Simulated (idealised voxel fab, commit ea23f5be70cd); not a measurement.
process module | voxel transistor to metal
cross-section cut | 160 nm wide | cells 5 nm
A cross-section is a grid of square cells, given in bands from the top down. A band is one or more rows of cells.
Each band's line starts with the height of the band's top and of its bottom, in nm. Then come its materials from left to right, each with its width in nm. One material with "throughout" fills the band from edge to edge. "air" is empty space.
Height 0 is the level under which the wafer as received is all one material. The lowest band goes on downwards, as in "0 down".
A width such as "30 to 40" changes by the same amount from each row of cells to the next, from the band's top row to its bottom row.
"no change" after a step means that no cell of the cross-section changed.
closed voids: empty space of 8 cells or more with no open way to the top, each as width x height at its distance from the left edge, in nm
after a step's settings: what the simulator itself notes on the step
overlay nm, on a step with a mask: how far to the right of its planned place the mask lay; to the left if negative
plan
1 op RECEIVE | material Si
2 op CONFORMAL_DEP | material SiO2 | thk nm 5
3 op CONFORMAL_DEP | material SiN | thk nm 10
4 op MASKED_ETCH | tone cover | mask id ACTIVE | width nm 100 | etch materials SiN | depth nm 10 | overlay nm 0
5 op MASKED_ETCH | tone cover | mask id ACTIVE | width nm 100 | etch materials SiO2 | depth nm 5 | overlay nm 0
6 op MASKED_ETCH | tone cover | mask id ACTIVE | width nm 100 | etch materials Si | depth nm 20 | overlay nm 0
7 op OXIDIZE | depth nm 5
8 op FILL_DEP | material SiO2 | thk nm 5
9 op CMP | height nm 15
10 op SELECTIVE_ETCH | etch materials SiO2 | depth nm 10
11 op STRIP | etch materials SiN
12 op SELECTIVE_ETCH | etch materials SiO2 | depth nm 5
13 op OXIDIZE | depth nm 5
14 op DIRECTIONAL_DEP | material polySi | thk nm 20
15 op DIRECTIONAL_DEP | material SiCN | thk nm 10
16 op DIRECTIONAL_DEP | material aC | thk nm 15
17 op PATTERN | tone cover | mask id GATE | material resist | width nm 30 | thk nm 30 | overlay nm 0
18 op DIRECTIONAL_ETCH | etch materials aC | depth nm 15
19 op STRIP | etch materials resist
20 op DIRECTIONAL_ETCH | etch materials SiCN | depth nm 20
21 op DIRECTIONAL_ETCH | etch materials polySi | depth nm 30
22 op STRIP | etch materials aC
23 op CONFORMAL_DEP | material SiO2 | thk nm 5
24 op DIRECTIONAL_ETCH | etch materials SiO2 | depth nm 5
25 op CONFORMAL_DEP | material SiN | thk nm 10
26 op DIRECTIONAL_ETCH | etch materials SiN | depth nm 10
27 op DIRECTIONAL_ETCH | etch materials SiO2 | depth nm 5
28 op DIRECTIONAL_ETCH | etch materials Si | depth nm 15
29 op EPI | material SiGe | thk nm 20
30 op FILL_DEP | material SiO2 | thk nm 5
31 op CMP | height nm 20
32 op STRIP | etch materials polySi
33 op SELECTIVE_ETCH | etch materials SiO2 | depth nm 5
34 op CONFORMAL_DEP | material HfO2 | thk nm 5
35 op CONFORMAL_DEP | material TiN | thk nm 5
36 op FILL_DEP | material W | thk nm 5
37 op CMP | height nm 15
38 op DIRECTIONAL_DEP | material SiO2 | thk nm 15
39 op MASKED_ETCH | tone open | mask id CONTACT | width nm 15 | pitch nm 75 | etch materials SiO2 | depth nm 15 | overlay nm 0
40 op CONFORMAL_DEP | material TiN | thk nm 5
41 op FILL_DEP | material Ru | thk nm 10
42 op CMP | height nm 30
43 op DIRECTIONAL_DEP | material TiN | thk nm 5
44 op DIRECTIONAL_DEP | material W | thk nm 15
45 op DIRECTIONAL_DEP | material aC | thk nm 15
46 op PATTERN | tone cover | mask id METAL_1 | material resist | width nm 15 | pitch nm 75 | thk nm 30 | overlay nm 0
47 op DIRECTIONAL_ETCH | etch materials aC | depth nm 15
48 op STRIP | etch materials resist
49 op DIRECTIONAL_ETCH | etch materials W | depth nm 15
50 op DIRECTIONAL_ETCH | etch materials TiN | depth nm 5
51 op STRIP | etch materials aC
52 op FILL_DEP | material lowk | thk nm 10
53 op CMP | height nm 50
54 op CONFORMAL_DEP | material SiN | thk nm 5
as received, after step 1
  0 down: Si throughout
  closed voids: none
first wafer at the end, as planned
  55 to 50: SiN throughout
  50 to 35: lowk 35 | W 15 | lowk 60 | W 15 | lowk 35
  35 to 30: lowk 35 | TiN 15 | lowk 60 | TiN 15 | lowk 35
  30 to 20: SiO2 35 | TiN 5 | Ru 5 | TiN 5 | SiO2 60 | TiN 5 | Ru 5 | TiN 5 | SiO2 35
  20 to 15: SiO2 35 | TiN 15 | SiO2 60 | TiN 15 | SiO2 35
  15 to 5: SiO2 30 | SiGe 20 | SiN 10 | HfO2 5 | TiN 5 | W 20 | TiN 5 | HfO2 5 | SiN 10 | SiGe 20 | SiO2 30
  5 to 0: SiO2 30 | SiGe 20 | SiN 10 | HfO2 5 | TiN 30 | HfO2 5 | SiN 10 | SiGe 20 | SiO2 30
  0 to -5: SiO2 30 | SiGe 20 | SiO2 10 | HfO2 40 | SiO2 10 | SiGe 20 | SiO2 30
  -5 to -20: SiO2 35 | SiGe 15 | Si 60 | SiGe 15 | SiO2 35
  -20 to -25: SiO2 35 | Si 90 | SiO2 35
  -25 down: Si throughout
  closed voids: none
second wafer at the end: like start, like plan, one mistake
  55 to 50: SiN throughout
  50 to 35: lowk 35 | W 20 | lowk 55 | W 20 | lowk 30
  35 to 30: lowk 35 | TiN 20 | lowk 55 | TiN 20 | lowk 30
  30 to 20: SiO2 35 | TiN 5 | Ru 5 | TiN 5 | SiO2 60 | TiN 5 | Ru 5 | TiN 5 | SiO2 35
  20 to 15: SiO2 35 | TiN 15 | SiO2 60 | TiN 15 | SiO2 35
  15 to 5: SiO2 30 | SiGe 20 | SiN 10 | HfO2 5 | TiN 5 | W 20 | TiN 5 | HfO2 5 | SiN 10 | SiGe 20 | SiO2 30
  5 to 0: SiO2 30 | SiGe 20 | SiN 10 | HfO2 5 | TiN 30 | HfO2 5 | SiN 10 | SiGe 20 | SiO2 30
  0 to -5: SiO2 30 | SiGe 20 | SiO2 10 | HfO2 40 | SiO2 10 | SiGe 20 | SiO2 30
  -5 to -20: SiO2 35 | SiGe 15 | Si 60 | SiGe 15 | SiO2 35
  -20 to -25: SiO2 35 | Si 90 | SiO2 35
  -25 down: Si throughout
  closed voids: none
what went wrong: step 46 ran as: op PATTERN | tone cover | mask id METAL_1 | material resist | width nm 20 | pitch nm 75 | thk nm 30 | overlay nm 0
at the end the second wafer has, in cells: 2 more of TiN | 6 more of W | 8 fewer of lowk
